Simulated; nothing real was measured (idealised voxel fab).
The name of this process module is voxel self aligned contacts.
Cross-section cut: width 270 nm, square cells of 5 nm.
Heads up, the way a cross-section reads in here is a grid of square cells, handed over as bands from the top down, with every band being one or more rows of cells. Band: top height; bottom height; in nm. Then, left to right: material with width in nm, for each material. "all across": a single material spanning edge to edge. "empty": empty space. We count height from 0. Below that, the starting wafer is all one material. The lowest band never ends at the bottom but goes on down; see "0 down" for how that is written. Read "30 to 40" as a graded width: first number on top, second number at the bottom, same change between each pair of neighbouring rows. Take "no alterations made" at face value: in the step it is given for, the cross-section changed in none of its cells. Listed in "Enclosed void listing": every empty space of 8 or more cells without an open way to the top. Form: width x height at distance, the distance being from the left edge, all in nm. What comes after the settings on a step's line is commentary from the simulator itself on that step. Each step line may optionally specify "overlay nm", which for a step with a mask gives the rightward distance between the mask's planned place and where it lay, a negative value indicating the leftward direction.
[Planned step list for the process]
1 op RECEIVE | material Si
2 op OXIDIZE | depth nm 5
3 op DIRECTIONAL_DEP | material polySi | thk nm 25
4 op DIRECTIONAL_DEP | material SiN | thk nm 20
5 op PATTERN | tone cover | mask id GATE | material resist | width nm 25 | pitch nm 70 | thk nm 20 | overlay nm 0
6 op DIRECTIONAL_ETCH | etch materials SiN | depth nm 20
7 op DIRECTIONAL_ETCH | etch materials polySi | depth nm 25
8 op STRIP | etch materials resist
9 op CONFORMAL_DEP | material SiN | thk nm 10
10 op DIRECTIONAL_ETCH | etch materials SiN | depth nm 10
11 op FILL_DEP | material SiO2 | thk nm 10
12 op CMP | height nm 50
13 op PATTERN | tone open | mask id CONTACT | material resist | width nm 55 | pitch nm 70 | thk nm 15 | overlay nm 0
14 op DIRECTIONAL_ETCH | etch materials SiO2 | depth nm 55
15 op STRIP | etch materials resist
16 op CONFORMAL_DEP | material TiN | thk nm 5
17 op FILL_DEP | material W | thk nm 10
18 op CMP | height nm 50
19 op CONFORMAL_DEP | material SiN | thk nm 5
[Of two wafers, the first: run according to plan]
[The cross-section here shows the wafer as received, i.e. in its state after step 1]
- 0 down = Si all across
- Enclosed void listing: none
[Once step 2 is through, the wafer looks like this in cross-section]
- 0 to -5 = SiO2 all across
- Nothing below the height -5 has changed.
[Once step 3 is through, the wafer looks like this in cross-section]
- 25 to 0 = polySi all across
- Nothing below the height 0 has changed.
[Once step 4 is through, the wafer looks like this in cross-section]
- 45 to 25 = SiN all across
- Nothing below the height 25 has changed.
[Once step 5 is through, the wafer looks like this in cross-section]
- 65 to 45 = 50 nm empty / 25 nm resist / 45 nm empty / 25 nm resist / 45 nm empty / 25 nm resist / 55 nm empty
- Nothing below the height 45 has changed.
[Once step 6 is through, the wafer looks like this in cross-section]
- 65 to 45 = 50 nm empty / 25 nm resist / 45 nm empty / 25 nm resist / 45 nm empty / 25 nm resist / 55 nm empty
- 45 to 25 = 50 nm empty / 25 nm SiN / 45 nm empty / 25 nm SiN / 45 nm empty / 25 nm SiN / 55 nm empty
- Nothing below the height 25 has changed.
[Once step 7 is through, the wafer looks like this in cross-section]
- 65 to 45 = 50 nm empty / 25 nm resist / 45 nm empty / 25 nm resist / 45 nm empty / 25 nm resist / 55 nm empty
- 45 to 25 = 50 nm empty / 25 nm SiN / 45 nm empty / 25 nm SiN / 45 nm empty / 25 nm SiN / 55 nm empty
- 25 to 0 = 50 nm empty / 25 nm polySi / 45 nm empty / 25 nm polySi / 45 nm empty / 25 nm polySi / 55 nm empty
- Nothing below the height 0 has changed.
[Once step 8 is through, the wafer looks like this in cross-section]
- 45 to 25 = 50 nm empty / 25 nm SiN / 45 nm empty / 25 nm SiN / 45 nm empty / 25 nm SiN / 55 nm empty
- Nothing below the height 25 has changed.
[Once step 9 is through, the wafer looks like this in cross-section]
- 55 to 25 = 40 nm empty / 45 nm SiN / 25 nm empty / 45 nm SiN / 25 nm empty / 45 nm SiN / 45 nm empty
- 25 to 10 = 40 nm empty / 10 nm SiN / 25 nm polySi / 10 nm SiN / 25 nm empty / 10 nm SiN / 25 nm polySi / 10 nm SiN / 25 nm empty / 10 nm SiN / 25 nm polySi / 10 nm SiN / 45 nm empty
- 10 to 0 = 50 nm SiN / 25 nm polySi / 45 nm SiN / 25 nm polySi / 45 nm SiN / 25 nm polySi / 55 nm SiN
- Nothing below the height 0 has changed.
[Once step 10 is through, the wafer looks like this in cross-section]
- 45 to 25 = 40 nm empty / 45 nm SiN / 25 nm empty / 45 nm SiN / 25 nm empty / 45 nm SiN / 45 nm empty
- 25 to 0 = 40 nm empty / 10 nm SiN / 25 nm polySi / 10 nm SiN / 25 nm empty / 10 nm SiN / 25 nm polySi / 10 nm SiN / 25 nm empty / 10 nm SiN / 25 nm polySi / 10 nm SiN / 45 nm empty
- Nothing below the height 0 has changed.
[Once step 11 is through, the wafer looks like this in cross-section]
- 55 to 45 = SiO2 all across
- 45 to 25 = 40 nm SiO2 / 45 nm SiN / 25 nm SiO2 / 45 nm SiN / 25 nm SiO2 / 45 nm SiN / 45 nm SiO2
- 25 to 0 = 40 nm SiO2 / 10 nm SiN / 25 nm polySi / 10 nm SiN / 25 nm SiO2 / 10 nm SiN / 25 nm polySi / 10 nm SiN / 25 nm SiO2 / 10 nm SiN / 25 nm polySi / 10 nm SiN / 45 nm SiO2
- Nothing below the height 0 has changed.
[Once step 12 is through, the wafer looks like this in cross-section]
- 50 to 45 = SiO2 all across
- Nothing below the height 45 has changed.
[Once step 13 is through, the wafer looks like this in cross-section]
- 65 to 50 = 70 nm resist / 55 nm empty / 15 nm resist / 55 nm empty / 75 nm resist
- Nothing below the height 50 has changed.
[Once step 14 is through, the wafer looks like this in cross-section]
- 65 to 50 = 70 nm resist / 55 nm empty / 15 nm resist / 55 nm empty / 75 nm resist
- 50 to 45 = 70 nm SiO2 / 55 nm empty / 15 nm SiO2 / 55 nm empty / 75 nm SiO2
- 45 to 25 = 40 nm SiO2 / 45 nm SiN / 25 nm empty / 45 nm SiN / 25 nm empty / 45 nm SiN / 45 nm SiO2
- 25 to 0 = 40 nm SiO2 / 10 nm SiN / 25 nm polySi / 10 nm SiN / 25 nm empty / 10 nm SiN / 25 nm polySi / 10 nm SiN / 25 nm empty / 10 nm SiN / 25 nm polySi / 10 nm SiN / 45 nm SiO2
- 0 to -5 = 85 nm SiO2 / 25 nm empty / 45 nm SiO2 / 25 nm empty / 90 nm SiO2
- Nothing below the height -5 has changed.
[Once step 15 is through, the wafer looks like this in cross-section]
- 50 to 45 = 70 nm SiO2 / 55 nm empty / 15 nm SiO2 / 55 nm empty / 75 nm SiO2
- Nothing below the height 45 has changed.
[Once step 16 is through, the wafer looks like this in cross-section]
- 55 to 50 = 75 nm TiN / 45 nm empty / 25 nm TiN / 45 nm empty / 80 nm TiN
- 50 to 45 = 70 nm SiO2 / 20 nm TiN / 15 nm empty / 20 nm TiN / 15 nm SiO2 / 20 nm TiN / 15 nm empty / 20 nm TiN / 75 nm SiO2
- 45 to 25 = 40 nm SiO2 / 45 nm SiN / 5 nm TiN / 15 nm empty / 5 nm TiN / 45 nm SiN / 5 nm TiN / 15 nm empty / 5 nm TiN / 45 nm SiN / 45 nm SiO2
- 25 to 0 = 40 nm SiO2 / 10 nm SiN / 25 nm polySi / 10 nm SiN / 5 nm TiN / 15 nm empty / 5 nm TiN / 10 nm SiN / 25 nm polySi / 10 nm SiN / 5 nm TiN / 15 nm empty / 5 nm TiN / 10 nm SiN / 25 nm polySi / 10 nm SiN / 45 nm SiO2
- 0 to -5 = 85 nm SiO2 / 25 nm TiN / 45 nm SiO2 / 25 nm TiN / 90 nm SiO2
- Nothing below the height -5 has changed.
[Once step 17 is through, the wafer looks like this in cross-section]
- 65 to 55 = W all across
- 55 to 50 = 75 nm TiN / 45 nm W / 25 nm TiN / 45 nm W / 80 nm TiN
- 50 to 45 = 70 nm SiO2 / 20 nm TiN / 15 nm W / 20 nm TiN / 15 nm SiO2 / 20 nm TiN / 15 nm W / 20 nm TiN / 75 nm SiO2
- 45 to 25 = 40 nm SiO2 / 45 nm SiN / 5 nm TiN / 15 nm W / 5 nm TiN / 45 nm SiN / 5 nm TiN / 15 nm W / 5 nm TiN / 45 nm SiN / 45 nm SiO2
- 25 to 0 = 40 nm SiO2 / 10 nm SiN / 25 nm polySi / 10 nm SiN / 5 nm TiN / 15 nm W / 5 nm TiN / 10 nm SiN / 25 nm polySi / 10 nm SiN / 5 nm TiN / 15 nm W / 5 nm TiN / 10 nm SiN / 25 nm polySi / 10 nm SiN / 45 nm SiO2
- Nothing below the height 0 has changed.
[Once step 18 is through, the wafer looks like this in cross-section]
- 50 to 45 = 70 nm SiO2 / 20 nm TiN / 15 nm W / 20 nm TiN / 15 nm SiO2 / 20 nm TiN / 15 nm W / 20 nm TiN / 75 nm SiO2
- Nothing below the height 45 has changed.
[Once step 19 is through, the wafer looks like this in cross-section]
- 55 to 50 = SiN all across
- Nothing below the height 50 has changed.
[second wafer: like start, like plan, one mistake. Through step 4 it matches the first wafer]
[Second wafer shown in cross-section at the time step 5 was slated to end]
- 65 to 45 = 50 nm empty / 30 nm resist / 40 nm empty / 30 nm resist / 40 nm empty / 30 nm resist / 50 nm empty
- Nothing below the height 45 has changed.
[Second wafer shown in cross-section at the time step 6 was slated to end]
- 65 to 45 = 50 nm empty / 30 nm resist / 40 nm empty / 30 nm resist / 40 nm empty / 30 nm resist / 50 nm empty
- 45 to 25 = 50 nm empty / 30 nm SiN / 40 nm empty / 30 nm SiN / 40 nm empty / 30 nm SiN / 50 nm empty
- Nothing below the height 25 has changed.
[Second wafer shown in cross-section at the time step 7 was slated to end]
- 65 to 45 = 50 nm empty / 30 nm resist / 40 nm empty / 30 nm resist / 40 nm empty / 30 nm resist / 50 nm empty
- 45 to 25 = 50 nm empty / 30 nm SiN / 40 nm empty / 30 nm SiN / 40 nm empty / 30 nm SiN / 50 nm empty
- 25 to 0 = 50 nm empty / 30 nm polySi / 40 nm empty / 30 nm polySi / 40 nm empty / 30 nm polySi / 50 nm empty
- Nothing below the height 0 has changed.
[Second wafer shown in cross-section at the time step 8 was slated to end]
- 45 to 25 = 50 nm empty / 30 nm SiN / 40 nm empty / 30 nm SiN / 40 nm empty / 30 nm SiN / 50 nm empty
- Nothing below the height 25 has changed.
[Second wafer shown in cross-section at the time step 9 was slated to end]
- 55 to 25 = 40 nm empty / 50 nm SiN / 20 nm empty / 50 nm SiN / 20 nm empty / 50 nm SiN / 40 nm empty
- 25 to 10 = 40 nm empty / 10 nm SiN / 30 nm polySi / 10 nm SiN / 20 nm empty / 10 nm SiN / 30 nm polySi / 10 nm SiN / 20 nm empty / 10 nm SiN / 30 nm polySi / 10 nm SiN / 40 nm empty
- 10 to 0 = 50 nm SiN / 30 nm polySi / 40 nm SiN / 30 nm polySi / 40 nm SiN / 30 nm polySi / 50 nm SiN
- Nothing below the height 0 has changed.
[Second wafer shown in cross-section at the time step 10 was slated to end]
- 45 to 25 = 40 nm empty / 50 nm SiN / 20 nm empty / 50 nm SiN / 20 nm empty / 50 nm SiN / 40 nm empty
- 25 to 0 = 40 nm empty / 10 nm SiN / 30 nm polySi / 10 nm SiN / 20 nm empty / 10 nm SiN / 30 nm polySi / 10 nm SiN / 20 nm empty / 10 nm SiN / 30 nm polySi / 10 nm SiN / 40 nm empty
- Nothing below the height 0 has changed.
[Second wafer shown in cross-section at the time step 11 was slated to end]
- 55 to 45 = SiO2 all across
- 45 to 25 = 40 nm SiO2 / 50 nm SiN / 20 nm SiO2 / 50 nm SiN / 20 nm SiO2 / 50 nm SiN / 40 nm SiO2
- 25 to 0 = 40 nm SiO2 / 10 nm SiN / 30 nm polySi / 10 nm SiN / 20 nm SiO2 / 10 nm SiN / 30 nm polySi / 10 nm SiN / 20 nm SiO2 / 10 nm SiN / 30 nm polySi / 10 nm SiN / 40 nm SiO2
- Nothing below the height 0 has changed.
[Second wafer shown in cross-section at the time step 12 was slated to end]
- 50 to 45 = SiO2 all across
- Nothing below the height 45 has changed.
[Second wafer shown in cross-section at the time step 13 was slated to end]
- 65 to 50 = 70 nm resist / 55 nm empty / 15 nm resist / 55 nm empty / 75 nm resist
- Nothing below the height 50 has changed.
[Second wafer shown in cross-section at the time step 14 was slated to end]
- 65 to 50 = 70 nm resist / 55 nm empty / 15 nm resist / 55 nm empty / 75 nm resist
- 50 to 45 = 70 nm SiO2 / 55 nm empty / 15 nm SiO2 / 55 nm empty / 75 nm SiO2
- 45 to 25 = 40 nm SiO2 / 50 nm SiN / 20 nm empty / 50 nm SiN / 20 nm empty / 50 nm SiN / 40 nm SiO2
- 25 to 0 = 40 nm SiO2 / 10 nm SiN / 30 nm polySi / 10 nm SiN / 20 nm empty / 10 nm SiN / 30 nm polySi / 10 nm SiN / 20 nm empty / 10 nm SiN / 30 nm polySi / 10 nm SiN / 40 nm SiO2
- 0 to -5 = 90 nm SiO2 / 20 nm empty / 50 nm SiO2 / 20 nm empty / 90 nm SiO2
- Nothing below the height -5 has changed.
[Second wafer shown in cross-section at the time step 15 was slated to end]
- 50 to 45 = 70 nm SiO2 / 55 nm empty / 15 nm SiO2 / 55 nm empty / 75 nm SiO2
- Nothing below the height 45 has changed.
[Second wafer shown in cross-section at the time step 16 was slated to end]
- 55 to 50 = 75 nm TiN / 45 nm empty / 25 nm TiN / 45 nm empty / 80 nm TiN
- 50 to 45 = 70 nm SiO2 / 25 nm TiN / 10 nm empty / 20 nm TiN / 15 nm SiO2 / 25 nm TiN / 10 nm empty / 20 nm TiN / 75 nm SiO2
- 45 to 25 = 40 nm SiO2 / 50 nm SiN / 5 nm TiN / 10 nm empty / 5 nm TiN / 50 nm SiN / 5 nm TiN / 10 nm empty / 5 nm TiN / 50 nm SiN / 40 nm SiO2
- 25 to 0 = 40 nm SiO2 / 10 nm SiN / 30 nm polySi / 10 nm SiN / 5 nm TiN / 10 nm empty / 5 nm TiN / 10 nm SiN / 30 nm polySi / 10 nm SiN / 5 nm TiN / 10 nm empty / 5 nm TiN / 10 nm SiN / 30 nm polySi / 10 nm SiN / 40 nm SiO2
- 0 to -5 = 90 nm SiO2 / 20 nm TiN / 50 nm SiO2 / 20 nm TiN / 90 nm SiO2
- Nothing below the height -5 has changed.
[Second wafer shown in cross-section at the time step 17 was slated to end]
- 65 to 55 = W all across
- 55 to 50 = 75 nm TiN / 45 nm W / 25 nm TiN / 45 nm W / 80 nm TiN
- 50 to 45 = 70 nm SiO2 / 25 nm TiN / 10 nm W / 20 nm TiN / 15 nm SiO2 / 25 nm TiN / 10 nm W / 20 nm TiN / 75 nm SiO2
- 45 to 25 = 40 nm SiO2 / 50 nm SiN / 5 nm TiN / 10 nm W / 5 nm TiN / 50 nm SiN / 5 nm TiN / 10 nm W / 5 nm TiN / 50 nm SiN / 40 nm SiO2
- 25 to 0 = 40 nm SiO2 / 10 nm SiN / 30 nm polySi / 10 nm SiN / 5 nm TiN / 10 nm W / 5 nm TiN / 10 nm SiN / 30 nm polySi / 10 nm SiN / 5 nm TiN / 10 nm W / 5 nm TiN / 10 nm SiN / 30 nm polySi / 10 nm SiN / 40 nm SiO2
- Nothing below the height 0 has changed.
[Second wafer shown in cross-section at the time step 18 was slated to end]
- 50 to 45 = 70 nm SiO2 / 25 nm TiN / 10 nm W / 20 nm TiN / 15 nm SiO2 / 25 nm TiN / 10 nm W / 20 nm TiN / 75 nm SiO2
- Nothing below the height 45 has changed.
[Second wafer shown in cross-section at the time step 19 was slated to end]
- 55 to 50 = SiN all across
- Nothing below the height 50 has changed.
So what did we get wrong on this run? step 5 ran as: op PATTERN | tone cover | mask id GATE | material resist | width nm 30 | pitch nm 70 | thk nm 20 | overlay nm 0
Heads up, by the end the second wafer has more or fewer cells of some materials compared to the first: 12 more of SiN; 7 fewer of SiO2; 20 fewer of W; 15 more of polySi
